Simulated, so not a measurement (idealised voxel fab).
Process module name: voxel trench capacitor
This is section cut - it's 240 nm across, gridded in 5 nm square cells.
Each cross-section below is a grid of square cells, stated as bands in top-down order, with one or more rows of cells making up each band.
Band: top and bottom heights (nm) first, top before bottom; then materials from left to right, widths in nm. "everywhere" marks a sole material filling the band edge to edge. "air" denotes empty space.
Height is counted from the level 0, under which the received wafer is composed throughout of one material. The lowest of the bands is not closed at the bottom but continues downward, in the notation "0 and below".
Think of "30 to 40" as a width that walks from the first number to the second as you go down the band, top row to bottom row, taking equal-sized steps from row to row.
The cross-section has no changed cell in any step marked "nothing different".
What "Tabulated closed voids" gives you is every empty space of 8 cells or more that is cut off from the top. Each appears as width x height at distance, with the distance taken from the left edge and width, height and distance all in nm.
The remark found on a step's line after its settings is issued by the simulator itself and pertains to that step.
A step line may carry the setting "overlay nm", which, for steps involving a mask, states the distance by which the mask lay to the right of its intended position; negative values denote displacement to the left.

The following list gives the planned process steps
- 1: RECEIVE with material Si
- 2: CONFORMAL_DEP with material SiN, thk nm 10
- 3: MASKED_ETCH with tone open, mask id TRENCH, width nm 25, pitch nm 40, etch materials SiN, depth nm 10, overlay nm 0
- 4: MASKED_ETCH with tone open, mask id TRENCH, width nm 25, pitch nm 40, etch materials Si, depth nm 25, overlay nm 0
- 5: CONFORMAL_DEP with material Al2O3, thk nm 5
- 6: CONFORMAL_DEP with material TiN, thk nm 5
- 7: FILL_DEP with material W, thk nm 10
- 8: CMP with height nm 10

Wafer as received: cross-section following step 1
> 0 and below  Si everywhere
> Tabulated closed voids: none

Sectioned view, first of two wafers, at the close of the module, processed as intended in the plan
> 10 down to 0  SiN 45 nm / Al2O3 5 nm / TiN 5 nm / W 5 nm / TiN 5 nm / Al2O3 5 nm / SiN 15 nm / Al2O3 5 nm / TiN 5 nm / W 5 nm / TiN 5 nm / Al2O3 5 nm / SiN 15 nm / Al2O3 5 nm / TiN 5 nm / W 5 nm / TiN 5 nm / Al2O3 5 nm / SiN 15 nm / Al2O3 5 nm / TiN 5 nm / W 5 nm / TiN 5 nm / Al2O3 5 nm / SiN 50 nm
> 0 down to -15  Si 45 nm / Al2O3 5 nm / TiN 5 nm / W 5 nm / TiN 5 nm / Al2O3 5 nm / Si 15 nm / Al2O3 5 nm / TiN 5 nm / W 5 nm / TiN 5 nm / Al2O3 5 nm / Si 15 nm / Al2O3 5 nm / TiN 5 nm / W 5 nm / TiN 5 nm / Al2O3 5 nm / Si 15 nm / Al2O3 5 nm / TiN 5 nm / W 5 nm / TiN 5 nm / Al2O3 5 nm / Si 50 nm
> -15 down to -20  Si 45 nm / Al2O3 5 nm / TiN 15 nm / Al2O3 5 nm / Si 15 nm / Al2O3 5 nm / TiN 15 nm / Al2O3 5 nm / Si 15 nm / Al2O3 5 nm / TiN 15 nm / Al2O3 5 nm / Si 15 nm / Al2O3 5 nm / TiN 15 nm / Al2O3 5 nm / Si 50 nm
> -20 down to -25  Si 45 nm / Al2O3 25 nm / Si 15 nm / Al2O3 25 nm / Si 15 nm / Al2O3 25 nm / Si 15 nm / Al2O3 25 nm / Si 50 nm
> -25 and below  Si everywhere
> Tabulated closed voids: none

Same start, same plan as the first wafer - but one mistake in the run. Cross-section of the second of the two at the end of the module
> 10 down to 0  SiN 35 nm / Al2O3 5 to 15 nm / TiN 15 to 5 nm / Al2O3 5 nm / SiN 15 nm / Al2O3 5 to 15 nm / TiN 15 to 5 nm / Al2O3 5 nm / SiN 15 nm / Al2O3 5 to 15 nm / TiN 15 to 5 nm / Al2O3 5 nm / SiN 15 nm / Al2O3 5 to 15 nm / TiN 15 to 5 nm / Al2O3 5 nm / SiN 60 nm
> 0 down to -20  Si 45 nm / Al2O3 5 nm / TiN 5 nm / Al2O3 5 nm / Si 25 nm / Al2O3 5 nm / TiN 5 nm / Al2O3 5 nm / Si 25 nm / Al2O3 5 nm / TiN 5 nm / Al2O3 5 nm / Si 25 nm / Al2O3 5 nm / TiN 5 nm / Al2O3 5 nm / Si 60 nm
> -20 down to -25  Si 45 nm / Al2O3 15 nm / Si 25 nm / Al2O3 15 nm / Si 25 nm / Al2O3 15 nm / Si 25 nm / Al2O3 15 nm / Si 60 nm
> -25 and below  Si everywhere
> Tabulated closed voids: none
Heads up, the wafer didn't run the way we planned it: heads up, step 3 didn't go per plan, it actually ran as MASKED_ETCH with tone open, mask id TRENCH, width nm 25, pitch nm 40, etch materials SiN, depth nm 10, overlay nm -10
Count the cells at the end and the second wafer has more or fewer of some materials than the first: 40 more of Si | 20 fewer of TiN | 20 fewer of W
